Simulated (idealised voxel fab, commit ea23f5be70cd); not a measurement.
Process module under the name voxel double patterning
Square cells of 5 nm make up the cross-section cut, whose width is 175 nm.
Notation: cross-section as square-cell grid; stated in bands, top first, going down; one or more cell rows per band.
First you get the band's top height and its bottom height, in nm, and then the materials it's made of, left to right, with each width in nm. If you see a single material with "all across", that one covers the band edge to edge. "empty" is empty space.
A quick word on heights: they are counted from 0, and under that level the wafer as it came to us is one material throughout. The lowest band is different from the rest in having no bottom; it simply continues downward, written as in "top 0, no bottom".
Top row gets the first number, bottom row gets the second, and each row in between changes by the same step: that is how a band width like "30->40" works.
For the purposes of this document, the phrase "changes: none" attached to a step denotes that no cell within the cross-section was modified by that step.
"Closed internal cavities" contains a list of empty spaces, each no smaller than 8 cells and without an open way to the top, written in the form width x height at distance with the distance from the left edge and all three in nm.
It should be noted that, on the line of a given step, the content following the step's settings is a remark produced by the simulator itself with respect to that step.
"overlay nm" answers the question of how far to the right of plan the mask lay on a step that has a mask, and when it is negative the answer is to the left.
-- Intended process steps
- 1: RECEIVE, material Si
- 2: CONFORMAL_DEP, material SiO2, thk nm 10
- 3: DIRECTIONAL_DEP, material TiN, thk nm 20
- 4: DIRECTIONAL_DEP, material SiCN, thk nm 5
- 5: PATTERN, tone open, mask id FIRST, material resist, width nm 15, pitch nm 50, thk nm 15, overlay nm 0
- 6: DIRECTIONAL_ETCH, etch materials SiCN, depth nm 5
- 7: STRIP, etch materials resist
- 8: PATTERN, tone open, mask id SECOND, material resist, width nm 15, thk nm 15, overlay nm 0
- 9: DIRECTIONAL_ETCH, etch materials SiCN, depth nm 5
- 10: STRIP, etch materials resist
- 11: DIRECTIONAL_ETCH, etch materials TiN, depth nm 20
- 12: STRIP, etch materials SiCN
-- Incoming wafer, cross-sectional view, post step 1
	top 0, no bottom: Si all across
	Closed internal cavities: none
-- The following cross-section depicts the wafer upon conclusion of the module. Processing commenced from the starting condition illustrated above and adhered to the plan illustrated above, save for one mistake in execution
	top 50, bottom 30: TiN 55; empty 15; TiN 10; empty 15; TiN 10; empty 15; TiN 55
	top 30, bottom 10: TiN all across
	top 10, bottom 0: SiO2 all across
	top 0, no bottom: Si all across
	Closed internal cavities: none
Against the plan, the run slipped here: step 3 of the plan was performed twice
